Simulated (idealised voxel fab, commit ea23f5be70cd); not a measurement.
process module | voxel local oxidation
cross-section cut | 270 nm wide | cells 5 nm
A cross-section is a grid of square cells, given in bands from the top down. A band is one or more rows of cells.
Each band's line starts with the height of the band's top and of its bottom, in nm. Then come its materials from left to right, each with its width in nm. One material with "throughout" fills the band from edge to edge. "air" is empty space.
Height 0 is the level under which the wafer as received is all one material. The lowest band goes on downwards, as in "0 down".
A width such as "30 to 40" changes by the same amount from each row of cells to the next, from the band's top row to its bottom row.
"no change" after a step means that no cell of the cross-section changed.
closed voids: empty space of 8 cells or more with no open way to the top, each as width x height at its distance from the left edge, in nm
after a step's settings: what the simulator itself notes on the step
overlay nm, on a step with a mask: how far to the right of its planned place the mask lay; to the left if negative
plan
1 op RECEIVE | material Si
2 op OXIDIZE | depth nm 5
3 op CONFORMAL_DEP | material SiN | thk nm 10
4 op PATTERN | tone cover | mask id ACTIVE | material resist | width nm 125 | thk nm 20 | overlay nm 0
5 op DIRECTIONAL_ETCH | etch materials SiN | depth nm 10
6 op STRIP | etch materials resist
7 op SELECTIVE_ETCH | etch materials SiO2 | depth nm 5
8 op OXIDIZE | depth nm 15
9 op STRIP | etch materials SiN
first wafer, as planned
as received, after step 1
  0 down: Si throughout
  closed voids: none
after step 2
  0 to -5: SiO2 throughout
  below -5: unchanged
after step 3
  10 to 0: SiN throughout
  below 0: unchanged
after step 4
  30 to 10: air 70 | resist 125 | air 75
  below 10: unchanged
after step 5
  30 to 10: air 70 | resist 125 | air 75
  10 to 0: air 70 | SiN 125 | air 75
  below 0: unchanged
after step 6
  10 to 0: air 70 | SiN 125 | air 75
  below 0: unchanged
after step 7
  10 to 0: air 70 | SiN 125 | air 75
  0 to -5: air 75 | SiO2 115 | air 80
  below -5: unchanged
after step 8
  10 to 0: air 70 | SiN 125 | air 75
  0 to -5: air 75 | SiO2 115 | air 80
  -5 to -20: SiO2 90 | Si 85 | SiO2 95
  below -20: unchanged
after step 9
  0 to -5: air 75 | SiO2 115 | air 80
  below -5: unchanged
second wafer: like start, like plan, one mistake. Through step 3 it matches the first wafer
when step 4 should have ended
  30 to 10: air 65 | resist 135 | air 70
  below 10: unchanged
when step 5 should have ended
  30 to 10: air 65 | resist 135 | air 70
  10 to 0: air 65 | SiN 135 | air 70
  below 0: unchanged
when step 6 should have ended
  10 to 0: air 65 | SiN 135 | air 70
  below 0: unchanged
when step 7 should have ended
  10 to 0: air 65 | SiN 135 | air 70
  0 to -5: air 70 | SiO2 125 | air 75
  below -5: unchanged
when step 8 should have ended
  10 to 0: air 65 | SiN 135 | air 70
  0 to -5: air 70 | SiO2 125 | air 75
  -5 to -20: SiO2 85 | Si 95 | SiO2 90
  below -20: unchanged
when step 9 should have ended
  0 to -5: air 70 | SiO2 125 | air 75
  below -5: unchanged
what went wrong: step 4 ran as: op PATTERN | tone cover | mask id ACTIVE | material resist | width nm 135 | thk nm 20 | overlay nm 0
at the end the second wafer has, in cells: 6 more of Si | 4 fewer of SiO2
